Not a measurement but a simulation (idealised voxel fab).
A process module follows: voxel gate over fins.
Each square cell in cross-section cut measures 5 nm, and the section as a whole is 205 nm wide.
Bands, listed from the top down, are how a cross-section gets written in this document; the cross-section itself is a grid of square cells, and a band is one or more rows of them. Heads up on the band format: heights come first, top then bottom, in nm. After that it's the materials left to right, each with its width in nm. A single material flagged "all across" fills the whole band edge to edge, and "air" means there's empty space there. All heights in this document are referenced to 0, defined as the level beneath which the wafer, as received, consists entirely of one material. The lowest band is not bounded below; it extends indefinitely downward and is written in the form "0 nm and below". Note: "30..40" means the width goes from the first number (top row of the band) to the second number (bottom row) in equal steps per row of cells. A step reported as "nothing was modified" is a step in which no cell of the cross-section changed. Closed-off voids of 8+ cells (no open route to the top) go in "Unvented cavities", written width x height at distance from the left edge, in nm. after a step's settings: what the simulator itself notes on the step. If you see "overlay nm" on a step's line and that step has a mask, it's telling you how far right of where it was planned the mask ended up; a negative number means it went left instead.

Steps planned for the process:
step 1: RECEIVE | material Si
step 2: CONFORMAL_DEP | material SiN | thk nm 5
step 3: PATTERN | tone cover | mask id FINS | material resist | width nm 15 | pitch nm 45 | thk nm 20 | overlay nm -15
step 4: DIRECTIONAL_ETCH | etch materials SiN | depth nm 5
step 5: DIRECTIONAL_ETCH | etch materials Si | depth nm 30
step 6: STRIP | etch materials resist
step 7: FILL_DEP | material SiO2 | thk nm 5
step 8: CMP | height nm 5
step 9: SELECTIVE_ETCH | etch materials SiO2 | depth nm 20
step 10: STRIP | etch materials SiN
step 11: CONFORMAL_DEP | material HfO2 | thk nm 5
step 12: CONFORMAL_DEP | material TiN | thk nm 5
step 13: CONFORMAL_DEP | material TiAl | thk nm 5
step 14: CONFORMAL_DEP | material TiN | thk nm 5
step 15: FILL_DEP | material W | thk nm 15
step 16: CMP | height nm 30
step 17: CONFORMAL_DEP | material SiN | thk nm 10
The wafers in this document start out alike and differ in the overlay nm applied at step 3; the plan shows the value used for the first wafer.

The first of several wafers in cross-section, exactly as it reached us after step 1:
0 nm and below: Si all across
Unvented cavities: none

Wafer rows; end of module; cells per material since receipt: (+) gained, (-) lost; then closed voids:
overlay nm -15; +53 HfO2; -210 Si; +82 SiN; +105 SiO2; +53 TiAl; +100 TiN; +145 W; Unvented cavities: none
overlay nm -10; +53 HfO2; -210 Si; +82 SiN; +105 SiO2; +53 TiAl; +100 TiN; +145 W; Unvented cavities: none
overlay nm -5; +53 HfO2; -210 Si; +82 SiN; +105 SiO2; +53 TiAl; +100 TiN; +145 W; Unvented cavities: none
overlay nm 0; +53 HfO2; -210 Si; +82 SiN; +105 SiO2; +53 TiAl; +100 TiN; +145 W; Unvented cavities: none
overlay nm 5; +53 HfO2; -210 Si; +82 SiN; +105 SiO2; +53 TiAl; +100 TiN; +145 W; Unvented cavities: none
overlay nm 10; +53 HfO2; -210 Si; +82 SiN; +105 SiO2; +53 TiAl; +100 TiN; +145 W; Unvented cavities: none
overlay nm 15; +53 HfO2; -210 Si; +82 SiN; +105 SiO2; +53 TiAl; +100 TiN; +145 W; Unvented cavities: none
